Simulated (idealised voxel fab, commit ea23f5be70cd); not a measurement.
Presented below is a process module, voxel released beams.
Square cell edge 5 nm, section width 280 nm, ID cut.
Throughout this document, each cross-section is represented as a grid of square cells and is presented as a sequence of bands enumerated from the top downward, where a band comprises one or more rows of cells. In this notation a band is specified by the heights of its top and bottom, in that order and in nm, after which its materials appear from left to right, each paired with its width in nm. The word "throughout" attached to a single material means that material fills the band from edge to edge; the word "air" stands for empty space. Heights are reckoned from 0. Under this level, the received wafer is all of one material. The bottommost band is open-ended downward, for example "z 0 and below". Quick explanation for "30 to 40": the width changes in equal steps down the rows of cells, from the first number in the band's top row to the second number in its bottom row. Step note "nothing changed" = no cross-section cell changed. Empty spaces without an open route to the top, at least 8 cells in extent, make up the entry "Closed void entries"; each is given as width x height at distance, where the distance is measured from the left edge, and all are in nm. Anything after a step's settings on that line? It's the simulator's own note about the step. A step line may carry the setting "overlay nm", which, for steps involving a mask, states the distance by which the mask lay to the right of its intended position; negative values denote displacement to the left.
Set out below are the planned steps of the process:
| 1 | RECEIVE | material Si |
| 2 | CONFORMAL_DEP | material Al2O3 | thk nm 10 |
| 3 | DIRECTIONAL_DEP | material SiO2 | thk nm 15 |
| 4 | PATTERN | tone open | mask id ANCHOR | material resist | width nm 30 | thk nm 15 | overlay nm 0 |
| 5 | DIRECTIONAL_ETCH | etch materials SiO2 | depth nm 15 |
| 6 | STRIP | etch materials resist |
| 7 | CONFORMAL_DEP | material SiN | thk nm 10 |
| 8 | PATTERN | tone cover | mask id BEAM | material resist | width nm 75 | thk nm 15 | overlay nm 0 |
| 9 | DIRECTIONAL_ETCH | etch materials SiN | depth nm 10 |
| 10 | STRIP | etch materials resist |
| 11 | STRIP | etch materials SiO2 |
This is the cross-section of the wafer as we received it, i.e. after step 1:
> z 0 and below  Si throughout
> Closed void entries: none
The first of the two wafers as seen in cross-section once the module was finished; processing followed the plan:
> z 35 to 25  air: 100, then SiN: 15, then air: 10, then SiN: 50, then air: 105
> z 25 to 20  air: 105, then SiN: 10, then air: 10, then SiN: 10, then air: 145
> z 20 to 10  air: 105, then SiN: 30, then air: 145
> z 10 to 0  Al2O3 throughout
> z 0 and below  Si throughout
> Closed void entries: none
Same start, same plan as the first wafer - but one mistake in the run. Cross-section of the second of the two at the end of the module:
> z 25 to 15  air: 100, then SiN: 15, then air: 10, then SiN: 50, then air: 105
> z 15 to 10  air: 105, then SiN: 10, then air: 10, then SiN: 10, then air: 145
> z 10 to 0  air: 105, then SiN: 30, then air: 145
> z 0 and below  Si throughout
> Closed void entries: none
what went wrong: the run left out plan step 2 entirely, so it was never executed
at the end the second wafer has, in cells: -112 Al2O3
